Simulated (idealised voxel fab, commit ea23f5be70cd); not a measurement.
The name of this process module is voxel self aligned vias.
It is cross-section cut that appears here, measuring 230 nm in width, its square cells being 5 nm in size.
Cross-section, as written here: a square-cell grid given band by band from the top down, where a band holds one or more rows of cells.
It is stipulated that each band's entry specify, in nanometres, the height of the top of the band and then that of its bottom, followed by the materials of the band in left-to-right sequence, each together with its width in nanometres. A single material marked by the word "edge to edge" is understood to fill the band from edge to edge; the word "empty" is understood to denote empty space.
The reference from which all heights are counted is 0, the level beneath which the as-received wafer is entirely one material; the lowest band, having no lower bound, proceeds downward and is written after the example "0 nm and below".
Width: "30..40" (first number = top row, second number = bottom row, same change from row to row of cells).
"nothing altered", as given for a step, is the statement that not any cell of the cross-section underwent a change during that step.
Reported under the label "Tabulated closed voids" are the empty spaces having no open way to the top and comprising 8 cells or more; the notation for each is width x height at distance, in which the distance is measured from the left edge and all three values are in nm.
Anything after a step's settings on that line? It's the simulator's own note about the step.
Steps that use a mask can have "overlay nm" on their line. It says how far the mask sat to the right of where it was meant to be. Negative means to the left.
This section lists the process steps that were planned:
- 1: RECEIVE [material Si]
- 2: CONFORMAL_DEP [material SiO2] [thk nm 10]
- 3: CONFORMAL_DEP [material SiCN] [thk nm 5]
- 4: DIRECTIONAL_DEP [material SiO2] [thk nm 25]
- 5: PATTERN [tone open] [mask id LINES] [material resist] [width nm 20] [pitch nm 55] [thk nm 20] [overlay nm 0]
- 6: DIRECTIONAL_ETCH [etch materials SiO2] [depth nm 25]
- 7: STRIP [etch materials resist]
- 8: CONFORMAL_DEP [material TiN] [thk nm 5]
- 9: FILL_DEP [material W] [thk nm 5]
- 10: CMP [height nm 40]
- 11: SELECTIVE_ETCH [etch materials W Ru TiN] [depth nm 10]
- 12: FILL_DEP [material SiN] [thk nm 10]
- 13: CMP [height nm 40]
- 14: DIRECTIONAL_DEP [material SiO2] [thk nm 20]
- 15: DIRECTIONAL_DEP [material aC] [thk nm 15]
- 16: PATTERN [tone open] [mask id VIAS] [material resist] [width nm 40] [pitch nm 55] [thk nm 30] [overlay nm 0]
- 17: DIRECTIONAL_ETCH [etch materials aC] [depth nm 15]
- 18: STRIP [etch materials resist]
- 19: DIRECTIONAL_ETCH [etch materials SiO2] [depth nm 20]
- 20: DIRECTIONAL_ETCH [etch materials SiN] [depth nm 10]
- 21: STRIP [etch materials aC]
- 22: CONFORMAL_DEP [material TiN] [thk nm 5]
- 23: FILL_DEP [material Ru] [thk nm 5]
- 24: CMP [height nm 60]
- 25: CONFORMAL_DEP [material SiCN] [thk nm 5]
Shown in cross-section is the wafer as received, that is, as it stands after step 1:
	0 nm and below: Si edge to edge
	Tabulated closed voids: none
First of two wafers: cross-section at end of module, run per plan:
	65 nm to 60 nm: SiCN edge to edge
	60 nm to 45 nm: 65 nm SiO2 | 5 nm TiN | 30 nm Ru | 5 nm TiN | 15 nm SiO2 | 5 nm TiN | 30 nm Ru | 5 nm TiN | 70 nm SiO2
	45 nm to 35 nm: 65..75 nm SiO2 | 15..5 nm TiN | 10 nm Ru | 15..5 nm TiN | 15..35 nm SiO2 | 15..5 nm TiN | 10 nm Ru | 15..5 nm TiN | 70..80 nm SiO2
	35 nm to 30 nm: 75 nm SiO2 | 20 nm TiN | 35 nm SiO2 | 20 nm TiN | 80 nm SiO2
	30 nm to 20 nm: 75 nm SiO2 | 5 nm TiN | 10 nm W | 5 nm TiN | 35 nm SiO2 | 5 nm TiN | 10 nm W | 5 nm TiN | 80 nm SiO2
	20 nm to 15 nm: 75 nm SiO2 | 20 nm TiN | 35 nm SiO2 | 20 nm TiN | 80 nm SiO2
	15 nm to 10 nm: SiCN edge to edge
	10 nm to 0 nm: SiO2 edge to edge
	0 nm and below: Si edge to edge
	Tabulated closed voids: none
Cross-section of the latter of the two wafers at module completion. It had an identical start and an identical plan to the former; in running it, one mistake was made:
	65 nm to 60 nm: SiCN edge to edge
	60 nm to 45 nm: 65 nm SiO2 | 5 nm TiN | 30 nm Ru | 5 nm TiN | 15 nm SiO2 | 5 nm TiN | 30 nm Ru | 5 nm TiN | 70 nm SiO2
	45 nm to 40 nm: 65 nm SiO2 | 40 nm TiN | 15 nm SiO2 | 40 nm TiN | 70 nm SiO2
	40 nm to 30 nm: 65 nm SiN | 10 nm TiN | 20 nm SiO2 | 10 nm TiN | 15 nm SiN | 10 nm TiN | 20 nm SiO2 | 10 nm TiN | 70 nm SiN
	30 nm to 20 nm: 70 nm W | 5 nm TiN | 20 nm SiO2 | 5 nm TiN | 25 nm W | 5 nm TiN | 20 nm SiO2 | 5 nm TiN | 75 nm W
	20 nm to 15 nm: 75 nm TiN | 20 nm SiO2 | 35 nm TiN | 20 nm SiO2 | 80 nm TiN
	15 nm to 10 nm: SiCN edge to edge
	10 nm to 0 nm: SiO2 edge to edge
	0 nm and below: Si edge to edge
	Tabulated closed voids: none
what went wrong: step 5 deviated from plan and actually ran as PATTERN [tone cover] [mask id LINES] [material resist] [width nm 20] [pitch nm 55] [thk nm 20] [overlay nm 0]
Heads up, by the end the second wafer has more or fewer cells of some materials compared to the first: 8 fewer of Ru; 60 more of SiN; 150 fewer of SiO2; 38 more of TiN; 60 more of W
